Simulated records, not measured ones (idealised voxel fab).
This section sets out a process module, namely voxel air gaps.
Square cell edge 5 nm, section width 290 nm, ID cut.
In what follows, cross-sections appear as grids of square cells, described through bands that run from the top down, where every band is one or more rows of cells.
Top, bottom (nm), then materials left to right with widths (nm); lone material tagged "full width" fills the whole band edge to edge; "air" = empty space.
Measure heights from 0. That's the level where, below it, the as-received wafer is all one material. The lowest band is bottomless and extends downward; write it as in "top 0, no bottom".
The width entry "30->40" should be interpreted row by row: the top row of cells in the band takes the first number, the bottom row takes the second number, and the change between adjacent rows is uniform throughout.
"everything unchanged" for a step: no cell of the cross-section changed in that step.
Under "Enclosed void inventory" you'll find the enclosed gaps, the ones with no way out to the top, that are 8 cells or bigger; each reads width x height at distance, with distance counted from the left edge, everything in nm.
Where a step's line continues beyond its settings, the continuation is a remark by the simulator itself on that step.
What "overlay nm" on a step's line means: if the step has a mask, that mask lay this far to the right of its planned place, or, when the value is negative, to the left.

[So here's the lineup of process steps we planned]
step 1: RECEIVE,material Si
step 2: CONFORMAL_DEP,material SiO2,thk nm 15
step 3: CONFORMAL_DEP,material SiN,thk nm 5
step 4: DIRECTIONAL_DEP,material lowk,thk nm 35
step 5: MASKED_ETCH,tone open,mask id LINES,width nm 20,pitch nm 50,etch materials lowk,depth nm 35,overlay nm 0
step 6: CONFORMAL_DEP,material TiN,thk nm 5
step 7: FILL_DEP,material Cu,thk nm 10
step 8: CMP,height nm 55
step 9: EPI,material Ru,thk nm 10
step 10: SELECTIVE_ETCH,etch materials lowk,depth nm 45
step 11: CONFORMAL_DEP,material SiCN,thk nm 5

[Cross-sectional view of the wafer in its as-received condition, corresponding to the state after step 1]
	top 0, no bottom: Si full width
	Enclosed void inventory: none

[Here's the cross-section of the first of our two wafers at the end of the module - it ran as planned]
	top 70, bottom 65: 45 air  200 SiCN  45 air
	top 65, bottom 55: 45 air  5 SiCN  40 Ru  10 SiCN  40 Ru  10 SiCN  40 Ru  10 SiCN  40 Ru  5 SiCN  45 air
	top 55, bottom 50: 45 air  15 SiCN  5 TiN  10 Cu  5 TiN  30 SiCN  5 TiN  10 Cu  5 TiN  30 SiCN  5 TiN  10 Cu  5 TiN  30 SiCN  5 TiN  10 Cu  5 TiN  15 SiCN  45 air
	top 50, bottom 25: 55 air  5 SiCN  5 TiN  10 Cu  5 TiN  5 SiCN  20 air  5 SiCN  5 TiN  10 Cu  5 TiN  5 SiCN  20 air  5 SiCN  5 TiN  10 Cu  5 TiN  5 SiCN  20 air  5 SiCN  5 TiN  10 Cu  5 TiN  5 SiCN  55 air
	top 25, bottom 20: 60 SiCN  20 TiN  30 SiCN  20 TiN  30 SiCN  20 TiN  30 SiCN  20 TiN  60 SiCN
	top 20, bottom 15: SiN full width
	top 15, bottom 0: SiO2 full width
	top 0, no bottom: Si full width
	Enclosed void inventory: 20 x 25 at 85; 20 x 25 at 135; 20 x 25 at 185

[Cross-sectional view: second of two wafers, end of module; start and plan identical to the first, one mistake in running]
	top 60, bottom 55: SiCN full width
	top 55, bottom 50: SiN full width
	top 50, bottom 15: lowk full width
	top 15, bottom 0: SiO2 full width
	top 0, no bottom: Si full width
	Enclosed void inventory: none
So what did we get wrong on this run? sequence error: steps 3 and 4 interchanged
Final wafer comparison in cells, second versus first, more or fewer per material: Cu -48 | Ru -64 | SiCN -104 | TiN -64 | lowk +406
Upon completion, the first wafer exhibits 3 closed voids and the second wafer exhibits 0.
